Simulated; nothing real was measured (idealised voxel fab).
process module | voxel gate over fins
cross-section cut | 240 nm wide | cells 5 nm
A cross-section is a grid of square cells, given in bands from the top down. A band is one or more rows of cells.
Each band's line starts with the height of the band's top and of its bottom, in nm. Then come its materials from left to right, each with its width in nm. One material with "throughout" fills the band from edge to edge. "air" is empty space.
Height 0 is the level under which the wafer as received is all one material. The lowest band goes on downwards, as in "0 down".
A width such as "30 to 40" changes by the same amount from each row of cells to the next, from the band's top row to its bottom row.
"no change" after a step means that no cell of the cross-section changed.
closed voids: empty space of 8 cells or more with no open way to the top, each as width x height at its distance from the left edge, in nm
after a step's settings: what the simulator itself notes on the step
overlay nm, on a step with a mask: how far to the right of its planned place the mask lay; to the left if negative
plan
1 op RECEIVE | material Si
2 op CONFORMAL_DEP | material SiN | thk nm 10
3 op MASKED_ETCH | tone cover | mask id FINS | width nm 15 | pitch nm 55 | etch materials SiN | depth nm 10 | overlay nm 0
4 op MASKED_ETCH | tone cover | mask id FINS | width nm 15 | pitch nm 55 | etch materials Si | depth nm 30 | overlay nm -15
5 op FILL_DEP | material SiO2 | thk nm 10
6 op CMP | height nm 10
7 op PATTERN | tone open | mask id RAIL | material resist | width nm 15 | thk nm 20 | overlay nm 0
8 op DIRECTIONAL_ETCH | etch materials SiO2 | depth nm 35
9 op STRIP | etch materials resist
10 op CONFORMAL_DEP | material TiN | thk nm 5
11 op FILL_DEP | material Ru | thk nm 5
12 op CMP | height nm 10
13 op SELECTIVE_ETCH | etch materials W Ru TiN | depth nm 30
14 op FILL_DEP | material SiO2 | thk nm 5
15 op CMP | height nm 10
16 op SELECTIVE_ETCH | etch materials SiO2 | depth nm 20
17 op STRIP | etch materials SiN
18 op CONFORMAL_DEP | material HfO2 | thk nm 5
19 op CONFORMAL_DEP | material TiN | thk nm 5
20 op FILL_DEP | material W | thk nm 10
21 op CMP | height nm 15
22 op CONFORMAL_DEP | material SiCN | thk nm 10
varied across the wafers: overlay nm of step 4. The plan shows the first wafer's value. All wafers start alike
first wafer as received, after step 1
  0 down: Si throughout
  closed voids: none
first wafer at the end, after step 22
  25 to 15: SiCN throughout
  15 to 10: W throughout
  10 to 5: W 30 | TiN 50 | W 5 | TiN 50 | W 5 | TiN 50 | W 50
  5 to 0: W 30 | TiN 5 | HfO2 40 | TiN 5 | W 5 | TiN 5 | HfO2 40 | TiN 5 | W 5 | TiN 5 | HfO2 40 | TiN 5 | W 50
  0 to -5: TiN 35 | HfO2 5 | Si 30 | HfO2 5 | TiN 15 | HfO2 5 | Si 30 | HfO2 5 | TiN 15 | HfO2 5 | Si 30 | HfO2 5 | TiN 55
  -5 to -10: HfO2 40 | Si 30 | HfO2 25 | Si 30 | HfO2 25 | Si 30 | HfO2 60
  -10 to -20: SiO2 40 | Si 30 | SiO2 25 | Si 30 | SiO2 25 | Si 30 | SiO2 60
  -20 to -25: SiO2 40 | Si 30 | SiO2 10 | TiN 15 | Si 30 | SiO2 25 | Si 30 | SiO2 60
  -25 to -30: SiO2 40 | Si 30 | SiO2 25 | Si 30 | SiO2 25 | Si 30 | SiO2 60
  -30 down: Si throughout
  closed voids: none
last wafer at the end
  25 to 15: SiCN throughout
  15 to 10: W throughout
  10 to 5: W 45 | TiN 50 | W 5 | TiN 50 | W 5 | TiN 50 | W 35
  5 to 0: W 45 | TiN 5 | HfO2 40 | TiN 5 | W 5 | TiN 5 | HfO2 40 | TiN 5 | W 5 | TiN 5 | HfO2 40 | TiN 5 | W 35
  0 to -5: TiN 50 | HfO2 5 | Si 30 | HfO2 5 | TiN 15 | HfO2 5 | Si 30 | HfO2 5 | TiN 15 | HfO2 5 | Si 30 | HfO2 5 | TiN 40
  -5 to -10: HfO2 55 | Si 30 | HfO2 25 | Si 30 | HfO2 25 | Si 30 | HfO2 45
  -10 to -20: SiO2 55 | Si 30 | SiO2 25 | Si 30 | SiO2 25 | Si 30 | SiO2 45
  -20 to -25: SiO2 55 | Si 30 | TiN 10 | SiO2 15 | Si 30 | SiO2 25 | Si 30 | SiO2 45
  -25 to -30: SiO2 55 | Si 30 | SiO2 25 | Si 30 | SiO2 25 | Si 30 | SiO2 45
  -30 down: Si throughout
  closed voids: none
each wafer at the end: cells of each material gained (+) or lost (-) since it was received, then its closed voids
overlay nm -15 | +60 HfO2 | -180 Si | +96 SiCN | +117 SiO2 | +63 TiN | +84 W | closed voids: none
overlay nm -10 | +60 HfO2 | -198 Si | +96 SiCN | +129 SiO2 | +63 TiN | +90 W | closed voids: none
overlay nm -5 | +60 HfO2 | -216 Si | +96 SiCN | +141 SiO2 | +63 TiN | +96 W | closed voids: none
overlay nm 0 | +60 HfO2 | -234 Si | +96 SiCN | +153 SiO2 | +63 TiN | +102 W | closed voids: none
overlay nm 5 | +60 HfO2 | -216 Si | +96 SiCN | +141 SiO2 | +63 TiN | +96 W | closed voids: none
overlay nm 10 | +60 HfO2 | -198 Si | +96 SiCN | +129 SiO2 | +63 TiN | +90 W | closed voids: none
overlay nm 15 | +60 HfO2 | -180 Si | +96 SiCN | +118 SiO2 | +62 TiN | +84 W | closed voids: none
